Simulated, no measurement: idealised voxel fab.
The following is a process module called voxel capacitor over wiring.
Pictured: cross-section cut, 245 nm wide, on a grid of 5 nm square cells.
Cross-section layout: square cells on a grid; listed as bands, top to bottom; a band spans one or more cell rows. Read a band's entry like this: the first values are the height of its top and the height of its bottom in nm, and what follows is the sequence of materials from left to right, each with its width in nm. Note that "blank" is empty space, and that a single material marked "full width" reaches across the band from edge to edge. Heights are expressed relative to 0, this being the level below which the as-received wafer comprises one material exclusively. The lowest band is unbounded in the downward direction and is denoted as in "0 down". With a width like "30..40", each row of cells in the band differs from the next by the same amount, the top row carrying the first number and the bottom row the second. Any step labelled "everything unchanged" changed none of the cells in the cross-section. This entry, "Sealed voids", enumerates those empty regions of no fewer than 8 cells that possess no open connection to the top. Each region is reported in the form width x height at distance, the distance being taken from the left edge, with all three quantities expressed in nm. On a step's line, text after the settings is the simulator commenting on that step. The "overlay nm" setting may appear on a step's line; for a step that uses a mask, it gives how far to the right of its planned position the mask lay, and a negative value indicates the left.
### plan
1. RECEIVE, material Si
2. CONFORMAL_DEP, material SiO2, thk nm 15
3. CONFORMAL_DEP, material SiCN, thk nm 5
4. DIRECTIONAL_DEP, material lowk, thk nm 25
5. DIRECTIONAL_DEP, material aC, thk nm 15
6. PATTERN, tone open, mask id METAL_1, material resist, width nm 20, pitch nm 90, thk nm 35, overlay nm 0
7. DIRECTIONAL_ETCH, etch materials aC, depth nm 15
8. STRIP, etch materials resist
9. DIRECTIONAL_ETCH, etch materials lowk, depth nm 25
10. DIRECTIONAL_ETCH, etch materials SiCN, depth nm 5
11. STRIP, etch materials aC
12. CONFORMAL_DEP, material TiN, thk nm 5
13. FILL_DEP, material Cu, thk nm 5
14. CMP, height nm 45
15. EPI, material Ru, thk nm 5
16. FILL_DEP, material SiCN, thk nm 5
17. DIRECTIONAL_DEP, material SiO2, thk nm 20
18. PATTERN, tone open, mask id PLUG_1, material resist, width nm 15, thk nm 20, overlay nm 0
19. DIRECTIONAL_ETCH, etch materials SiO2, depth nm 20
20. DIRECTIONAL_ETCH, etch materials SiCN, depth nm 5
21. STRIP, etch materials resist
22. EPI, material Ru, thk nm 10
23. EPI, material Ru, thk nm 10
24. EPI, material Ru, thk nm 5
25. DIRECTIONAL_DEP, material TiN, thk nm 5
26. DIRECTIONAL_DEP, material Al2O3, thk nm 5
27. DIRECTIONAL_DEP, material TiN, thk nm 5
28. MASKED_ETCH, tone cover, mask id UPPER_PLATE, width nm 75, etch materials TiN, depth nm 5, overlay nm 0
29. MASKED_ETCH, tone cover, mask id UPPER_PLATE, width nm 75, etch materials Al2O3, depth nm 5, overlay nm 0
30. DIRECTIONAL_DEP, material aC, thk nm 15
31. PATTERN, tone cover, mask id LOWER_PLATE, material resist, width nm 85, thk nm 30, overlay nm 0
32. DIRECTIONAL_ETCH, etch materials aC, depth nm 15
33. STRIP, etch materials resist
34. DIRECTIONAL_ETCH, etch materials TiN, depth nm 5
35. STRIP, etch materials aC
36. FILL_DEP, material SiO2, thk nm 20
37. CMP, height nm 105
38. DIRECTIONAL_DEP, material aC, thk nm 15
39. PATTERN, tone open, mask id PLUG_2, material resist, width nm 15, thk nm 35, overlay nm 0
40. DIRECTIONAL_ETCH, etch materials aC, depth nm 15
41. STRIP, etch materials resist
42. DIRECTIONAL_ETCH, etch materials SiO2, depth nm 15
43. STRIP, etch materials aC
44. CONFORMAL_DEP, material TiN, thk nm 5
45. FILL_DEP, material Cu, thk nm 10
46. CMP, height nm 105
47. CONFORMAL_DEP, material SiN, thk nm 5
### The first of the two wafers, which ran as planned
### Cross-section of the incoming wafer, state after step 1
- 0 down | Si full width
- Sealed voids: none
### Cross-section of the wafer after step 2
- 15 to 0 | SiO2 full width
- Below a height of 0, the structure has not been altered.
### Cross-section of the wafer after step 3
- 20 to 15 | SiCN full width
- Below a height of 15, the structure has not been altered.
### Cross-section of the wafer after step 4
- 45 to 20 | lowk full width
- Below a height of 20, the structure has not been altered.
### Cross-section of the wafer after step 5
- 60 to 45 | aC full width
- Below a height of 45, the structure has not been altered.
### Cross-section of the wafer after step 6
- 95 to 60 | resist (65) / blank (20) / resist (70) / blank (20) / resist (70)
- Below a height of 60, the structure has not been altered.
### Cross-section of the wafer after step 7
- 80 to 60 | resist (65) / blank (20) / resist (70) / blank (20) / resist (70)
- 60 to 45 | aC (65) / blank (20) / aC (70) / blank (20) / aC (70)
- Below a height of 45, the structure has not been altered.
### Cross-section of the wafer after step 8
- 60 to 45 | aC (65) / blank (20) / aC (70) / blank (20) / aC (70)
- Below a height of 45, the structure has not been altered.
### Cross-section of the wafer after step 9
- 60 to 45 | aC (65) / blank (20) / aC (70) / blank (20) / aC (70)
- 45 to 20 | lowk (65) / blank (20) / lowk (70) / blank (20) / lowk (70)
- Below a height of 20, the structure has not been altered.
### Cross-section of the wafer after step 10
- 60 to 45 | aC (65) / blank (20) / aC (70) / blank (20) / aC (70)
- 45 to 20 | lowk (65) / blank (20) / lowk (70) / blank (20) / lowk (70)
- 20 to 15 | SiCN (65) / blank (20) / SiCN (70) / blank (20) / SiCN (70)
- Below a height of 15, the structure has not been altered.
### Cross-section of the wafer after step 11
- 45 to 20 | lowk (65) / blank (20) / lowk (70) / blank (20) / lowk (70)
- Below a height of 20, the structure has not been altered.
### Cross-section of the wafer after step 12
- 50 to 45 | TiN (70) / blank (10) / TiN (80) / blank (10) / TiN (75)
- 45 to 20 | lowk (65) / TiN (5) / blank (10) / TiN (5) / lowk (70) / TiN (5) / blank (10) / TiN (5) / lowk (70)
- 20 to 15 | SiCN (65) / TiN (20) / SiCN (70) / TiN (20) / SiCN (70)
- Below a height of 15, the structure has not been altered.
### Cross-section of the wafer after step 13
- 55 to 50 | Cu full width
- 50 to 45 | TiN (70) / Cu (10) / TiN (80) / Cu (10) / TiN (75)
- 45 to 20 | lowk (65) / TiN (5) / Cu (10) / TiN (5) / lowk (70) / TiN (5) / Cu (10) / TiN (5) / lowk (70)
- Below a height of 20, the structure has not been altered.
### Cross-section of the wafer after step 14
- 45 to 20 | lowk (65) / TiN (5) / Cu (10) / TiN (5) / lowk (70) / TiN (5) / Cu (10) / TiN (5) / lowk (70)
- Below a height of 20, the structure has not been altered.
### Cross-section of the wafer after step 15
- 50 to 45 | blank (60) / Ru (30) / blank (60) / Ru (30) / blank (65)
- Below a height of 45, the structure has not been altered.
### Cross-section of the wafer after step 16
- 55 to 50 | SiCN full width
- 50 to 45 | SiCN (60) / Ru (30) / SiCN (60) / Ru (30) / SiCN (65)
- Below a height of 45, the structure has not been altered.
### Cross-section of the wafer after step 17
- 75 to 55 | SiO2 full width
- Below a height of 55, the structure has not been altered.
### Cross-section of the wafer after step 18
- 95 to 75 | resist (70) / blank (15) / resist (160)
- Below a height of 75, the structure has not been altered.
### Cross-section of the wafer after step 19
- 95 to 75 | resist (70) / blank (15) / resist (160)
- 75 to 55 | SiO2 (70) / blank (15) / SiO2 (160)
- Below a height of 55, the structure has not been altered.
### Cross-section of the wafer after step 20
- 95 to 75 | resist (70) / blank (15) / resist (160)
- 75 to 55 | SiO2 (70) / blank (15) / SiO2 (160)
- 55 to 50 | SiCN (70) / blank (15) / SiCN (160)
- Below a height of 50, the structure has not been altered.
### Cross-section of the wafer after step 21
- 75 to 55 | SiO2 (70) / blank (15) / SiO2 (160)
- Below a height of 55, the structure has not been altered.
### Cross-section of the wafer after step 22
- 75 to 60 | SiO2 (70) / blank (15) / SiO2 (160)
- 60 to 55 | SiO2 (70) / Ru (15) / SiO2 (160)
- 55 to 50 | SiCN (70) / Ru (15) / SiCN (160)
- Below a height of 50, the structure has not been altered.
### Cross-section of the wafer after step 23
- 75 to 70 | SiO2 (70) / blank (15) / SiO2 (160)
- 70 to 55 | SiO2 (70) / Ru (15) / SiO2 (160)
- Below a height of 55, the structure has not been altered.
### Cross-section of the wafer after step 24
- 75 to 55 | SiO2 (70) / Ru (15) / SiO2 (160)
- Below a height of 55, the structure has not been altered.
### Cross-section of the wafer after step 25
- 80 to 75 | TiN full width
- Below a height of 75, the structure has not been altered.
### Cross-section of the wafer after step 26
- 85 to 80 | Al2O3 full width
- Below a height of 80, the structure has not been altered.
### Cross-section of the wafer after step 27
- 90 to 85 | TiN full width
- Below a height of 85, the structure has not been altered.
### Cross-section of the wafer after step 28
- 90 to 85 | blank (70) / TiN (75) / blank (100)
- Below a height of 85, the structure has not been altered.
### Cross-section of the wafer after step 29
- 90 to 85 | blank (70) / TiN (75) / blank (100)
- 85 to 80 | blank (70) / Al2O3 (75) / blank (100)
- Below a height of 80, the structure has not been altered.
### Cross-section of the wafer after step 30
- 105 to 95 | blank (70) / aC (75) / blank (100)
- 95 to 90 | aC full width
- 90 to 85 | aC (70) / TiN (75) / aC (100)
- 85 to 80 | aC (70) / Al2O3 (75) / aC (100)
- Below a height of 80, the structure has not been altered.
### Cross-section of the wafer after step 31
- 135 to 105 | blank (65) / resist (85) / blank (95)
- 105 to 95 | blank (65) / resist (5) / aC (75) / resist (5) / blank (95)
- Below a height of 95, the structure has not been altered.
### Cross-section of the wafer after step 32
- 120 to 105 | blank (65) / resist (85) / blank (95)
- 105 to 95 | blank (65) / resist (5) / aC (75) / resist (5) / blank (95)
- 95 to 90 | blank (65) / aC (85) / blank (95)
- 90 to 85 | blank (65) / aC (5) / TiN (75) / aC (5) / blank (95)
- 85 to 80 | blank (65) / aC (5) / Al2O3 (75) / aC (5) / blank (95)
- Below a height of 80, the structure has not been altered.
### Cross-section of the wafer after step 33
- 105 to 95 | blank (70) / aC (75) / blank (100)
- Below a height of 95, the structure has not been altered.
### Cross-section of the wafer after step 34
- 105 to 95 | blank (70) / aC (75) / blank (100)
- 95 to 90 | blank (65) / aC (85) / blank (95)
- 90 to 85 | blank (65) / aC (5) / TiN (75) / aC (5) / blank (95)
- 85 to 80 | blank (65) / aC (5) / Al2O3 (75) / aC (5) / blank (95)
- 80 to 75 | blank (65) / TiN (85) / blank (95)
- Below a height of 75, the structure has not been altered.
### Cross-section of the wafer after step 35
- 90 to 85 | blank (70) / TiN (75) / blank (100)
- 85 to 80 | blank (70) / Al2O3 (75) / blank (100)
- Below a height of 80, the structure has not been altered.
### Cross-section of the wafer after step 36
- 110 to 90 | SiO2 full width
- 90 to 85 | SiO2 (70) / TiN (75) / SiO2 (100)
- 85 to 80 | SiO2 (70) / Al2O3 (75) / SiO2 (100)
- 80 to 75 | SiO2 (65) / TiN (85) / SiO2 (95)
- Below a height of 75, the structure has not been altered.
### Cross-section of the wafer after step 37
- 105 to 90 | SiO2 full width
- Below a height of 90, the structure has not been altered.
### Cross-section of the wafer after step 38
- 120 to 105 | aC full width
- Below a height of 105, the structure has not been altered.
### Cross-section of the wafer after step 39
- 155 to 120 | resist (80) / blank (15) / resist (150)
- Below a height of 120, the structure has not been altered.
### Cross-section of the wafer after step 40
- 140 to 120 | resist (80) / blank (15) / resist (150)
- 120 to 105 | aC (80) / blank (15) / aC (150)
- Below a height of 105, the structure has not been altered.
### Cross-section of the wafer after step 41
- 120 to 105 | aC (80) / blank (15) / aC (150)
- Below a height of 105, the structure has not been altered.
### Cross-section of the wafer after step 42
- 120 to 105 | aC (80) / blank (15) / aC (150)
- 105 to 90 | SiO2 (80) / blank (15) / SiO2 (150)
- Below a height of 90, the structure has not been altered.
### Cross-section of the wafer after step 43
- 105 to 90 | SiO2 (80) / blank (15) / SiO2 (150)
- Below a height of 90, the structure has not been altered.
### Cross-section of the wafer after step 44
- 110 to 105 | TiN (85) / blank (5) / TiN (155)
- 105 to 95 | SiO2 (80) / TiN (5) / blank (5) / TiN (5) / SiO2 (150)
- 95 to 85 | SiO2 (80..70) / TiN (15..75) / SiO2 (150..100)
- Below a height of 85, the structure has not been altered.
### Cross-section of the wafer after step 45
- 120 to 110 | Cu full width
- 110 to 105 | TiN (85) / Cu (5) / TiN (155)
- 105 to 95 | SiO2 (80) / TiN (5) / Cu (5) / TiN (5) / SiO2 (150)
- Below a height of 95, the structure has not been altered.
### Cross-section of the wafer after step 46
- 105 to 95 | SiO2 (80) / TiN (5) / Cu (5) / TiN (5) / SiO2 (150)
- Below a height of 95, the structure has not been altered.
### Cross-section of the wafer after step 47
- 110 to 105 | SiN full width
- Below a height of 105, the structure has not been altered.
### The second wafer began exactly as the first did and followed the same plan, but one mistake was made while running it; through step 36 inclusive, the two wafers are identical
### Planned end of step 37: second wafer, cross-section
- 100 to 90 | SiO2 full width
- Below a height of 90, the structure has not been altered.
### Planned end of step 38: second wafer, cross-section
- 115 to 100 | aC full width
- Below a height of 100, the structure has not been altered.
### Planned end of step 39: second wafer, cross-section
- 150 to 115 | resist (80) / blank (15) / resist (150)
- Below a height of 115, the structure has not been altered.
### Planned end of step 40: second wafer, cross-section
- 135 to 115 | resist (80) / blank (15) / resist (150)
- 115 to 100 | aC (80) / blank (15) / aC (150)
- Below a height of 100, the structure has not been altered.
### Planned end of step 41: second wafer, cross-section
- 115 to 100 | aC (80) / blank (15) / aC (150)
- Below a height of 100, the structure has not been altered.
### Planned end of step 42: second wafer, cross-section
- 115 to 100 | aC (80) / blank (15) / aC (150)
- 100 to 90 | SiO2 (80) / blank (15) / SiO2 (150)
- Below a height of 90, the structure has not been altered.
### Planned end of step 43: second wafer, cross-section
- 100 to 90 | SiO2 (80) / blank (15) / SiO2 (150)
- Below a height of 90, the structure has not been altered.
### Planned end of step 44: second wafer, cross-section
- 105 to 100 | TiN (85) / blank (5) / TiN (155)
- 100 to 95 | SiO2 (80) / TiN (5) / blank (5) / TiN (5) / SiO2 (150)
- 95 to 85 | SiO2 (80..70) / TiN (15..75) / SiO2 (150..100)
- Below a height of 85, the structure has not been altered.
### Planned end of step 45: second wafer, cross-section
- 115 to 105 | Cu full width
- 105 to 100 | TiN (85) / Cu (5) / TiN (155)
- 100 to 95 | SiO2 (80) / TiN (5) / Cu (5) / TiN (5) / SiO2 (150)
- Below a height of 95, the structure has not been altered.
### Planned end of step 46: second wafer, cross-section
- 105 to 100 | TiN (85) / Cu (5) / TiN (155)
- Below a height of 100, the structure has not been altered.
### Planned end of step 47: second wafer, cross-section
- 110 to 105 | SiN full width
- Below a height of 105, the structure has not been altered.
Deviation noted in wafer processing: step 37 deviated from plan and actually ran as CMP, height nm 100
Materials where the second wafer ends with more or fewer cells than the first: -46 SiO2, +46 TiN
